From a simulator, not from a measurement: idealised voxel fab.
process module | voxel double patterning
cross-section cut | 215 nm wide | cells 5 nm
A cross-section is a grid of square cells, given in bands from the top down. A band is one or more rows of cells.
Each band's line starts with the height of the band's top and of its bottom, in nm. Then come its materials from left to right, each with its width in nm. One material with "throughout" fills the band from edge to edge. "air" is empty space.
Height 0 is the level under which the wafer as received is all one material. The lowest band goes on downwards, as in "0 down".
A width such as "30 to 40" changes by the same amount from each row of cells to the next, from the band's top row to its bottom row.
"no change" after a step means that no cell of the cross-section changed.
closed voids: empty space of 8 cells or more with no open way to the top, each as width x height at its distance from the left edge, in nm
after a step's settings: what the simulator itself notes on the step
overlay nm, on a step with a mask: how far to the right of its planned place the mask lay; to the left if negative
plan
1 op RECEIVE | material Si
2 op CONFORMAL_DEP | material SiO2 | thk nm 10
3 op DIRECTIONAL_DEP | material polySi | thk nm 10
4 op DIRECTIONAL_DEP | material SiN | thk nm 5
5 op DIRECTIONAL_DEP | material aC | thk nm 15
6 op PATTERN | tone open | mask id FIRST | material resist | width nm 15 | pitch nm 50 | thk nm 30 | overlay nm 0
7 op DIRECTIONAL_ETCH | etch materials aC | depth nm 15
8 op STRIP | etch materials resist
9 op DIRECTIONAL_ETCH | etch materials SiN | depth nm 5
10 op STRIP | etch materials aC
11 op MASKED_ETCH | tone open | mask id SECOND | width nm 15 | etch materials SiN | depth nm 5 | overlay nm 0
12 op DIRECTIONAL_ETCH | etch materials polySi | depth nm 10
13 op STRIP | etch materials SiN
as received, after step 1
  0 down: Si throughout
  closed voids: none
a wafer at the end: this start, this plan, one mistake
  20 to 10: polySi 75 | air 20 | polySi 5 | air 15 | polySi 10 | air 20 | polySi 70
  10 to 0: SiO2 throughout
  0 down: Si throughout
  closed voids: none
what went wrong: step 6 ran as: op PATTERN | tone open | mask id FIRST | material resist | width nm 20 | pitch nm 50 | thk nm 30 | overlay nm 0
